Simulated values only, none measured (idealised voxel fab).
Proc. module: voxel wiring stack
Shown is cross-section cut, with a width of 295 nm and square cells of size 5 nm.
Format of a cross-section: grid, square cells. Given as bands. Order: top down. Band: one or more rows of cells.
Top, bottom (nm), then materials left to right with widths (nm); lone material tagged "full width" fills the whole band edge to edge; "air" = empty space.
Height 0 is the level under which the wafer as received is all one material. The lowest band goes on downwards, as in "0 -> down".
With a width like "30 to 40", each row of cells in the band differs from the next by the same amount, the top row carrying the first number and the bottom row the second.
What does "nothing was modified" mean for a step? It means no cell of the cross-section changed in that step.
Entry "Sealed-off cavities" = empty spaces >= 8 cells with no open way to the top; each as width x height at distance, distance from left edge, all nm.
The remark found on a step's line after its settings is issued by the simulator itself and pertains to that step.
Regarding "overlay nm": on a step with a mask, it is the distance the mask lay to the right of its planned place; a negative value places it to the left.
Process steps - plan
| 1 | RECEIVE (material Si) |
| 2 | CONFORMAL_DEP (material SiO2; thk nm 10) |
| 3 | DIRECTIONAL_DEP (material TiN; thk nm 5) |
| 4 | DIRECTIONAL_DEP (material Ru; thk nm 25) |
| 5 | MASKED_ETCH (tone cover; mask id METAL_1; width nm 30; pitch nm 55; etch materials Ru; depth nm 25; overlay nm 0) |
| 6 | MASKED_ETCH (tone cover; mask id METAL_1; width nm 30; pitch nm 55; etch materials TiN; depth nm 5; overlay nm 0) |
| 7 | FILL_DEP (material SiO2; thk nm 10) |
| 8 | CMP (height nm 40) |
| 9 | CONFORMAL_DEP (material SiCN; thk nm 5) |
| 10 | DIRECTIONAL_DEP (material lowk; thk nm 20) |
| 11 | PATTERN (tone open; mask id PLUG_1; material resist; width nm 15; pitch nm 110; thk nm 20; overlay nm 0) |
| 12 | DIRECTIONAL_ETCH (etch materials lowk; depth nm 20) |
| 13 | DIRECTIONAL_ETCH (etch materials SiCN; depth nm 5) |
| 14 | STRIP (etch materials resist) |
| 15 | EPI (material Ru; thk nm 10) |
| 16 | EPI (material Ru; thk nm 10) |
| 17 | EPI (material Ru; thk nm 5) |
| 18 | DIRECTIONAL_DEP (material TiN; thk nm 5) |
| 19 | DIRECTIONAL_DEP (material W; thk nm 20) |
| 20 | DIRECTIONAL_DEP (material aC; thk nm 15) |
| 21 | PATTERN (tone cover; mask id METAL_2; material resist; width nm 30; pitch nm 55; thk nm 35; overlay nm 0) |
| 22 | DIRECTIONAL_ETCH (etch materials aC; depth nm 15) |
| 23 | STRIP (etch materials resist) |
| 24 | DIRECTIONAL_ETCH (etch materials W; depth nm 20) |
| 25 | DIRECTIONAL_ETCH (etch materials TiN; depth nm 5) |
| 26 | STRIP (etch materials aC) |
| 27 | FILL_DEP (material SiO2; thk nm 5) |
| 28 | CMP (height nm 90) |
| 29 | CONFORMAL_DEP (material SiCN; thk nm 5) |
Step 1 complete: cross-section of the wafer as received
0 -> down  Si full width
Sealed-off cavities: none
Cross-section, end of module. Start: as above. Plan: as above. Execution: one mistake
95 -> 90  SiCN full width
90 -> 70  75 of SiO2 / 30 of W / 25 of SiO2 / 30 of W / 25 of SiO2 / 30 of W / 80 of SiO2
70 -> 65  75 of SiO2 / 30 of TiN / 25 of SiO2 / 30 of TiN / 25 of SiO2 / 30 of TiN / 80 of SiO2
65 -> 45  75 of lowk / 15 of Ru / 95 of lowk / 15 of Ru / 95 of lowk
45 -> 40  75 of SiCN / 15 of Ru / 95 of SiCN / 15 of Ru / 95 of SiCN
40 -> 20  75 of SiO2 / 30 of Ru / 25 of SiO2 / 30 of Ru / 25 of SiO2 / 30 of Ru / 80 of SiO2
20 -> 15  75 of SiO2 / 30 of TiN / 25 of SiO2 / 30 of TiN / 25 of SiO2 / 30 of TiN / 80 of SiO2
15 -> 0  SiO2 full width
0 -> down  Si full width
Sealed-off cavities: none
Deviation from plan: step 2 off recipe, ran as CONFORMAL_DEP (material SiO2; thk nm 15)
